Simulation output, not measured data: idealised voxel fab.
Process module, titled voxel wiring stack
Cross-section cut: width 220 nm, square cells of 5 nm.
When this document writes out a cross-section, it uses a grid of square cells and lists it as bands, beginning at the top and moving down, with a band standing for one or more rows of cells. What a band's entry tells you: where the top is and where the bottom is, as heights in nm, and after that what lies inside, material by material from left to right, each with its width in nm. Empty space is written as the word "empty", and a single material marked with the word "everywhere" occupies the band from edge to edge. Heights are expressed relative to 0, this being the level below which the as-received wafer comprises one material exclusively. The lowest band is unbounded in the downward direction and is denoted as in "0 nm and below". Width "30->40": first value at the band's top row of cells, second value at its bottom row, equal change from row to row. "remained the same" after a step means that no cell of the cross-section changed. You'll see "Fully closed voids" listing empty spaces that have no way open to the top, as long as they're 8 cells or more; the notation is width x height at distance, where the distance is from the left edge, and all of it is in nm. Where a step's line continues beyond its settings, the continuation is a remark by the simulator itself on that step. "overlay nm" on a masked step: distance the mask lay right of its planned place, negative for left.

## Process steps (planned)
1) RECEIVE | material Si
2) CONFORMAL_DEP | material SiO2 | thk nm 10
3) CONFORMAL_DEP | material SiN | thk nm 5
4) DIRECTIONAL_DEP | material lowk | thk nm 15
5) MASKED_ETCH | tone open | mask id METAL_1 | width nm 20 | pitch nm 50 | etch materials lowk | depth nm 15 | overlay nm 0
6) MASKED_ETCH | tone open | mask id METAL_1 | width nm 20 | pitch nm 50 | etch materials SiN | depth nm 5 | overlay nm 0
7) CONFORMAL_DEP | material TiN | thk nm 5
8) FILL_DEP | material Cu | thk nm 5
9) CMP | height nm 30
10) CONFORMAL_DEP | material SiCN | thk nm 5
11) DIRECTIONAL_DEP | material SiO2 | thk nm 10
12) MASKED_ETCH | tone open | mask id PLUG_1 | width nm 15 | pitch nm 50 | etch materials SiO2 | depth nm 10 | overlay nm 0
13) MASKED_ETCH | tone open | mask id PLUG_1 | width nm 15 | pitch nm 50 | etch materials SiCN | depth nm 5 | overlay nm 0
14) EPI | material Ru | thk nm 10
15) EPI | material Ru | thk nm 5
16) DIRECTIONAL_DEP | material TiN | thk nm 5
17) DIRECTIONAL_DEP | material Ru | thk nm 20
18) DIRECTIONAL_DEP | material aC | thk nm 15
19) PATTERN | tone cover | mask id METAL_2 | material resist | width nm 20 | pitch nm 50 | thk nm 30 | overlay nm 0
20) DIRECTIONAL_ETCH | etch materials aC | depth nm 15
21) STRIP | etch materials resist
22) DIRECTIONAL_ETCH | etch materials Ru | depth nm 20
23) DIRECTIONAL_ETCH | etch materials TiN | depth nm 5
24) STRIP | etch materials aC
25) CONFORMAL_DEP | material SiN | thk nm 5
26) FILL_DEP | material lowk | thk nm 10
27) CMP | height nm 70
28) CONFORMAL_DEP | material SiCN | thk nm 5
29) DIRECTIONAL_DEP | material SiO2 | thk nm 10
30) PATTERN | tone open | mask id PLUG_2 | material resist | width nm 15 | pitch nm 50 | thk nm 15 | overlay nm 0
31) DIRECTIONAL_ETCH | etch materials SiO2 | depth nm 10
32) DIRECTIONAL_ETCH | etch materials SiCN | depth nm 5
33) STRIP | etch materials resist
34) EPI | material Ru | thk nm 10
35) EPI | material Ru | thk nm 5
36) CONFORMAL_DEP | material SiN | thk nm 5
37) DIRECTIONAL_DEP | material SiO2 | thk nm 25
38) PATTERN | tone open | mask id METAL_3 | material resist | width nm 20 | pitch nm 50 | thk nm 15 | overlay nm 0
39) DIRECTIONAL_ETCH | etch materials SiO2 | depth nm 25
40) DIRECTIONAL_ETCH | etch materials SiN | depth nm 5
41) STRIP | etch materials resist
42) CONFORMAL_DEP | material TiN | thk nm 5
43) FILL_DEP | material Ru | thk nm 5
44) CMP | height nm 115
45) CONFORMAL_DEP | material SiCN | thk nm 5

## The following pertains to the first of two wafers, which was processed as planned

## Incoming wafer, cross-sectional view, post step 1
* 0 nm and below: Si everywhere
* Fully closed voids: none

## Wafer section view after processing step 2
* 10 nm to 0 nm: SiO2 everywhere
* Under the height 0 nothing was changed.

## Wafer section view after processing step 3
* 15 nm to 10 nm: SiN everywhere
* Under the height 10 nothing was changed.

## Wafer section view after processing step 4
* 30 nm to 15 nm: lowk everywhere
* Under the height 15 nothing was changed.

## Wafer section view after processing step 5
* 30 nm to 15 nm: 75 of lowk  20 of empty  30 of lowk  20 of empty  75 of lowk
* Under the height 15 nothing was changed.

## Wafer section view after processing step 6
* 30 nm to 15 nm: 75 of lowk  20 of empty  30 of lowk  20 of empty  75 of lowk
* 15 nm to 10 nm: 75 of SiN  20 of empty  30 of SiN  20 of empty  75 of SiN
* Under the height 10 nothing was changed.

## Wafer section view after processing step 7
* 35 nm to 30 nm: 80 of TiN  10 of empty  40 of TiN  10 of empty  80 of TiN
* 30 nm to 15 nm: 75 of lowk  5 of TiN  10 of empty  5 of TiN  30 of lowk  5 of TiN  10 of empty  5 of TiN  75 of lowk
* 15 nm to 10 nm: 75 of SiN  20 of TiN  30 of SiN  20 of TiN  75 of SiN
* Under the height 10 nothing was changed.

## Wafer section view after processing step 8
* 40 nm to 35 nm: Cu everywhere
* 35 nm to 30 nm: 80 of TiN  10 of Cu  40 of TiN  10 of Cu  80 of TiN
* 30 nm to 15 nm: 75 of lowk  5 of TiN  10 of Cu  5 of TiN  30 of lowk  5 of TiN  10 of Cu  5 of TiN  75 of lowk
* Under the height 15 nothing was changed.

## Wafer section view after processing step 9
* 30 nm to 15 nm: 75 of lowk  5 of TiN  10 of Cu  5 of TiN  30 of lowk  5 of TiN  10 of Cu  5 of TiN  75 of lowk
* Under the height 15 nothing was changed.

## Wafer section view after processing step 10
* 35 nm to 30 nm: SiCN everywhere
* Under the height 30 nothing was changed.

## Wafer section view after processing step 11
* 45 nm to 35 nm: SiO2 everywhere
* Under the height 35 nothing was changed.

## Wafer section view after processing step 12
* 45 nm to 35 nm: 75 of SiO2  15 of empty  35 of SiO2  15 of empty  80 of SiO2
* Under the height 35 nothing was changed.

## Wafer section view after processing step 13
* 45 nm to 35 nm: 75 of SiO2  15 of empty  35 of SiO2  15 of empty  80 of SiO2
* 35 nm to 30 nm: 75 of SiCN  15 of empty  35 of SiCN  15 of empty  80 of SiCN
* Under the height 30 nothing was changed.

## Wafer section view after processing step 14
* 45 nm to 40 nm: 75 of SiO2  15 of empty  35 of SiO2  15 of empty  80 of SiO2
* 40 nm to 35 nm: 75 of SiO2  15 of Ru  35 of SiO2  15 of Ru  80 of SiO2
* 35 nm to 30 nm: 75 of SiCN  15 of Ru  35 of SiCN  15 of Ru  80 of SiCN
* Under the height 30 nothing was changed.

## Wafer section view after processing step 15
* 45 nm to 35 nm: 75 of SiO2  15 of Ru  35 of SiO2  15 of Ru  80 of SiO2
* Under the height 35 nothing was changed.

## Wafer section view after processing step 16
* 50 nm to 45 nm: TiN everywhere
* Under the height 45 nothing was changed.

## Wafer section view after processing step 17
* 70 nm to 50 nm: Ru everywhere
* Under the height 50 nothing was changed.

## Wafer section view after processing step 18
* 85 nm to 70 nm: aC everywhere
* Under the height 70 nothing was changed.

## Wafer section view after processing step 19
* 115 nm to 85 nm: 75 of empty  20 of resist  30 of empty  20 of resist  75 of empty
* Under the height 85 nothing was changed.

## Wafer section view after processing step 20
* 100 nm to 85 nm: 75 of empty  20 of resist  30 of empty  20 of resist  75 of empty
* 85 nm to 70 nm: 75 of empty  20 of aC  30 of empty  20 of aC  75 of empty
* Under the height 70 nothing was changed.

## Wafer section view after processing step 21
* 85 nm to 70 nm: 75 of empty  20 of aC  30 of empty  20 of aC  75 of empty
* Under the height 70 nothing was changed.

## Wafer section view after processing step 22
* 85 nm to 70 nm: 75 of empty  20 of aC  30 of empty  20 of aC  75 of empty
* 70 nm to 50 nm: 75 of empty  20 of Ru  30 of empty  20 of Ru  75 of empty
* Under the height 50 nothing was changed.

## Wafer section view after processing step 23
* 85 nm to 70 nm: 75 of empty  20 of aC  30 of empty  20 of aC  75 of empty
* 70 nm to 50 nm: 75 of empty  20 of Ru  30 of empty  20 of Ru  75 of empty
* 50 nm to 45 nm: 75 of empty  20 of TiN  30 of empty  20 of TiN  75 of empty
* Under the height 45 nothing was changed.

## Wafer section view after processing step 24
* 70 nm to 50 nm: 75 of empty  20 of Ru  30 of empty  20 of Ru  75 of empty
* Under the height 50 nothing was changed.

## Wafer section view after processing step 25
* 75 nm to 70 nm: 70 of empty  30 of SiN  20 of empty  30 of SiN  70 of empty
* 70 nm to 50 nm: 70 of empty  5 of SiN  20 of Ru  5 of SiN  20 of empty  5 of SiN  20 of Ru  5 of SiN  70 of empty
* 50 nm to 45 nm: 75 of SiN  20 of TiN  30 of SiN  20 of TiN  75 of SiN
* Under the height 45 nothing was changed.

## Wafer section view after processing step 26
* 85 nm to 75 nm: lowk everywhere
* 75 nm to 70 nm: 70 of lowk  30 of SiN  20 of lowk  30 of SiN  70 of lowk
* 70 nm to 50 nm: 70 of lowk  5 of SiN  20 of Ru  5 of SiN  20 of lowk  5 of SiN  20 of Ru  5 of SiN  70 of lowk
* Under the height 50 nothing was changed.

## Wafer section view after processing step 27
* 70 nm to 50 nm: 70 of lowk  5 of SiN  20 of Ru  5 of SiN  20 of lowk  5 of SiN  20 of Ru  5 of SiN  70 of lowk
* Under the height 50 nothing was changed.

## Wafer section view after processing step 28
* 75 nm to 70 nm: SiCN everywhere
* Under the height 70 nothing was changed.

## Wafer section view after processing step 29
* 85 nm to 75 nm: SiO2 everywhere
* Under the height 75 nothing was changed.

## Wafer section view after processing step 30
* 100 nm to 85 nm: 75 of resist  15 of empty  35 of resist  15 of empty  80 of resist
* Under the height 85 nothing was changed.

## Wafer section view after processing step 31
* 100 nm to 85 nm: 75 of resist  15 of empty  35 of resist  15 of empty  80 of resist
* 85 nm to 75 nm: 75 of SiO2  15 of empty  35 of SiO2  15 of empty  80 of SiO2
* Under the height 75 nothing was changed.

## Wafer section view after processing step 32
* 100 nm to 85 nm: 75 of resist  15 of empty  35 of resist  15 of empty  80 of resist
* 85 nm to 75 nm: 75 of SiO2  15 of empty  35 of SiO2  15 of empty  80 of SiO2
* 75 nm to 70 nm: 75 of SiCN  15 of empty  35 of SiCN  15 of empty  80 of SiCN
* Under the height 70 nothing was changed.

## Wafer section view after processing step 33
* 85 nm to 75 nm: 75 of SiO2  15 of empty  35 of SiO2  15 of empty  80 of SiO2
* Under the height 75 nothing was changed.

## Wafer section view after processing step 34
* 85 nm to 80 nm: 75 of SiO2  15 of empty  35 of SiO2  15 of empty  80 of SiO2
* 80 nm to 75 nm: 75 of SiO2  15 of Ru  35 of SiO2  15 of Ru  80 of SiO2
* 75 nm to 70 nm: 75 of SiCN  15 of Ru  35 of SiCN  15 of Ru  80 of SiCN
* Under the height 70 nothing was changed.

## Wafer section view after processing step 35
* 85 nm to 75 nm: 75 of SiO2  15 of Ru  35 of SiO2  15 of Ru  80 of SiO2
* Under the height 75 nothing was changed.

## Wafer section view after processing step 36
* 90 nm to 85 nm: SiN everywhere
* Under the height 85 nothing was changed.

## Wafer section view after processing step 37
* 115 nm to 90 nm: SiO2 everywhere
* Under the height 90 nothing was changed.

## Wafer section view after processing step 38
* 130 nm to 115 nm: 75 of resist  20 of empty  30 of resist  20 of empty  75 of resist
* Under the height 115 nothing was changed.

## Wafer section view after processing step 39
* 130 nm to 115 nm: 75 of resist  20 of empty  30 of resist  20 of empty  75 of resist
* 115 nm to 90 nm: 75 of SiO2  20 of empty  30 of SiO2  20 of empty  75 of SiO2
* Under the height 90 nothing was changed.

## Wafer section view after processing step 40
* 130 nm to 115 nm: 75 of resist  20 of empty  30 of resist  20 of empty  75 of resist
* 115 nm to 90 nm: 75 of SiO2  20 of empty  30 of SiO2  20 of empty  75 of SiO2
* 90 nm to 85 nm: 75 of SiN  20 of empty  30 of SiN  20 of empty  75 of SiN
* Under the height 85 nothing was changed.

## Wafer section view after processing step 41
* 115 nm to 90 nm: 75 of SiO2  20 of empty  30 of SiO2  20 of empty  75 of SiO2
* Under the height 90 nothing was changed.

## Wafer section view after processing step 42
* 120 nm to 115 nm: 80 of TiN  10 of empty  40 of TiN  10 of empty  80 of TiN
* 115 nm to 90 nm: 75 of SiO2  5 of TiN  10 of empty  5 of TiN  30 of SiO2  5 of TiN  10 of empty  5 of TiN  75 of SiO2
* 90 nm to 85 nm: 75 of SiN  20 of TiN  30 of SiN  20 of TiN  75 of SiN
* Under the height 85 nothing was changed.

## Wafer section view after processing step 43
* 125 nm to 120 nm: Ru everywhere
* 120 nm to 115 nm: 80 of TiN  10 of Ru  40 of TiN  10 of Ru  80 of TiN
* 115 nm to 90 nm: 75 of SiO2  5 of TiN  10 of Ru  5 of TiN  30 of SiO2  5 of TiN  10 of Ru  5 of TiN  75 of SiO2
* Under the height 90 nothing was changed.

## Wafer section view after processing step 44
* 115 nm to 90 nm: 75 of SiO2  5 of TiN  10 of Ru  5 of TiN  30 of SiO2  5 of TiN  10 of Ru  5 of TiN  75 of SiO2
* Under the height 90 nothing was changed.

## Wafer section view after processing step 45
* 120 nm to 115 nm: SiCN everywhere
* Under the height 115 nothing was changed.

## The remaining wafer, second of the two, started like the first and was run to the same plan, except that one mistake was made along the way; the two coincide through step 29, inclusive

## Cross-section, second wafer, at the end time the plan gives for step 30
* 100 nm to 85 nm: 75 of empty  15 of resist  35 of empty  15 of resist  80 of empty
* Under the height 85 nothing was changed.

## Cross-section, second wafer, at the end time the plan gives for step 31
* 100 nm to 85 nm: 75 of empty  15 of resist  35 of empty  15 of resist  80 of empty
* 85 nm to 75 nm: 75 of empty  15 of SiO2  35 of empty  15 of SiO2  80 of empty
* Under the height 75 nothing was changed.

## Cross-section, second wafer, at the end time the plan gives for step 32
* 100 nm to 85 nm: 75 of empty  15 of resist  35 of empty  15 of resist  80 of empty
* 85 nm to 75 nm: 75 of empty  15 of SiO2  35 of empty  15 of SiO2  80 of empty
* 75 nm to 70 nm: 75 of empty  15 of SiCN  35 of empty  15 of SiCN  80 of empty
* Under the height 70 nothing was changed.

## Cross-section, second wafer, at the end time the plan gives for step 33
* 85 nm to 75 nm: 75 of empty  15 of SiO2  35 of empty  15 of SiO2  80 of empty
* Under the height 75 nothing was changed.

## Cross-section, second wafer, at the end time the plan gives for step 34
* 85 nm to 80 nm: 75 of empty  15 of SiO2  35 of empty  15 of SiO2  80 of empty
* 80 nm to 75 nm: 75 of empty  15 of SiO2  15 of Ru  20 of empty  15 of SiO2  15 of Ru  65 of empty
* 75 nm to 70 nm: 75 of empty  15 of SiCN  15 of Ru  20 of empty  15 of SiCN  15 of Ru  65 of empty
* Under the height 70 nothing was changed.

## Cross-section, second wafer, at the end time the plan gives for step 35
* 85 nm to 75 nm: 75 of empty  15 of SiO2  20 of Ru  15 of empty  15 of SiO2  20 of Ru  60 of empty
* 75 nm to 70 nm: 75 of empty  15 of SiCN  20 of Ru  15 of empty  15 of SiCN  20 of Ru  60 of empty
* Under the height 70 nothing was changed.

## Cross-section, second wafer, at the end time the plan gives for step 36
* 90 nm to 85 nm: 70 of empty  45 of SiN  5 of empty  45 of SiN  55 of empty
* 85 nm to 75 nm: 70 of empty  5 of SiN  15 of SiO2  20 of Ru  5 of SiN  5 of empty  5 of SiN  15 of SiO2  20 of Ru  5 of SiN  55 of empty
* 75 nm to 70 nm: 75 of SiN  15 of SiCN  20 of Ru  15 of SiN  15 of SiCN  20 of Ru  60 of SiN
* Under the height 70 nothing was changed.

## Cross-section, second wafer, at the end time the plan gives for step 37
* 115 nm to 100 nm: 70 of empty  45 of SiO2  5 of empty  45 of SiO2  55 of empty
* 100 nm to 90 nm: SiO2 everywhere
* 90 nm to 85 nm: 70 of SiO2  45 of SiN  5 of SiO2  45 of SiN  55 of SiO2
* 85 nm to 75 nm: 70 of SiO2  5 of SiN  15 of SiO2  20 of Ru  5 of SiN  5 of SiO2  5 of SiN  15 of SiO2  20 of Ru  5 of SiN  55 of SiO2
* Under the height 75 nothing was changed.

## Cross-section, second wafer, at the end time the plan gives for step 38
* 130 nm to 115 nm: 75 of resist  20 of empty  30 of resist  20 of empty  75 of resist
* 115 nm to 100 nm: 70 of resist  45 of SiO2  5 of resist  45 of SiO2  55 of resist
* Under the height 100 nothing was changed.

## Cross-section, second wafer, at the end time the plan gives for step 39
* 130 nm to 115 nm: 75 of resist  20 of empty  30 of resist  20 of empty  75 of resist
* 115 nm to 100 nm: 70 of resist  5 of SiO2  20 of empty  20 of SiO2  5 of resist  5 of SiO2  20 of empty  20 of SiO2  55 of resist
* 100 nm to 90 nm: 75 of SiO2  20 of empty  30 of SiO2  20 of empty  75 of SiO2
* Under the height 90 nothing was changed.

## Cross-section, second wafer, at the end time the plan gives for step 40
* 130 nm to 115 nm: 75 of resist  20 of empty  30 of resist  20 of empty  75 of resist
* 115 nm to 100 nm: 70 of resist  5 of SiO2  20 of empty  20 of SiO2  5 of resist  5 of SiO2  20 of empty  20 of SiO2  55 of resist
* 100 nm to 90 nm: 75 of SiO2  20 of empty  30 of SiO2  20 of empty  75 of SiO2
* 90 nm to 85 nm: 70 of SiO2  5 of SiN  20 of empty  20 of SiN  5 of SiO2  5 of SiN  20 of empty  20 of SiN  55 of SiO2
* Under the height 85 nothing was changed.

## Cross-section, second wafer, at the end time the plan gives for step 41
* 115 nm to 100 nm: 70 of empty  5 of SiO2  20 of empty  20 of SiO2  5 of empty  5 of SiO2  20 of empty  20 of SiO2  55 of empty
* Under the height 100 nothing was changed.

## Cross-section, second wafer, at the end time the plan gives for step 42
* 120 nm to 115 nm: 65 of empty  15 of TiN  10 of empty  40 of TiN  10 of empty  30 of TiN  50 of empty
* 115 nm to 105 nm: 65 of empty  5 of TiN  5 of SiO2  5 of TiN  10 of empty  5 of TiN  20 of SiO2  5 of TiN  5 of SiO2  5 of TiN  10 of empty  5 of TiN  20 of SiO2  5 of TiN  50 of empty
* 105 nm to 100 nm: 70 of TiN  5 of SiO2  5 of TiN  10 of empty  5 of TiN  20 of SiO2  5 of TiN  5 of SiO2  5 of TiN  10 of empty  5 of TiN  20 of SiO2  55 of TiN
* 100 nm to 90 nm: 75 of SiO2  5 of TiN  10 of empty  5 of TiN  30 of SiO2  5 of TiN  10 of empty  5 of TiN  75 of SiO2
* 90 nm to 85 nm: 70 of SiO2  5 of SiN  20 of TiN  20 of SiN  5 of SiO2  5 of SiN  20 of TiN  20 of SiN  55 of SiO2
* Under the height 85 nothing was changed.

## Cross-section, second wafer, at the end time the plan gives for step 43
* 125 nm to 120 nm: Ru everywhere
* 120 nm to 115 nm: 65 of Ru  15 of TiN  10 of Ru  40 of TiN  10 of Ru  30 of TiN  50 of Ru
* 115 nm to 105 nm: 65 of Ru  5 of TiN  5 of SiO2  5 of TiN  10 of Ru  5 of TiN  20 of SiO2  5 of TiN  5 of SiO2  5 of TiN  10 of Ru  5 of TiN  20 of SiO2  5 of TiN  50 of Ru
* 105 nm to 100 nm: 70 of TiN  5 of SiO2  5 of TiN  10 of Ru  5 of TiN  20 of SiO2  5 of TiN  5 of SiO2  5 of TiN  10 of Ru  5 of TiN  20 of SiO2  55 of TiN
* 100 nm to 90 nm: 75 of SiO2  5 of TiN  10 of Ru  5 of TiN  30 of SiO2  5 of TiN  10 of Ru  5 of TiN  75 of SiO2
* Under the height 90 nothing was changed.

## Cross-section, second wafer, at the end time the plan gives for step 44
* 115 nm to 105 nm: 65 of Ru  5 of TiN  5 of SiO2  5 of TiN  10 of Ru  5 of TiN  20 of SiO2  5 of TiN  5 of SiO2  5 of TiN  10 of Ru  5 of TiN  20 of SiO2  5 of TiN  50 of Ru
* Under the height 105 nothing was changed.

## Cross-section, second wafer, at the end time the plan gives for step 45
* 120 nm to 115 nm: SiCN everywhere
* Under the height 115 nothing was changed.
It is concluded that the wafer was processed incorrectly with respect to the plan, in that heads up, step 30 didn't go per plan, it actually ran as PATTERN | tone cover | mask id PLUG_2 | material resist | width nm 15 | pitch nm 50 | thk nm 15 | overlay nm 0
Materials where the second wafer ends with more or fewer cells than the first: 52 more of Ru; 32 fewer of SiCN; 12 more of SiN; 64 fewer of SiO2; 32 more of TiN
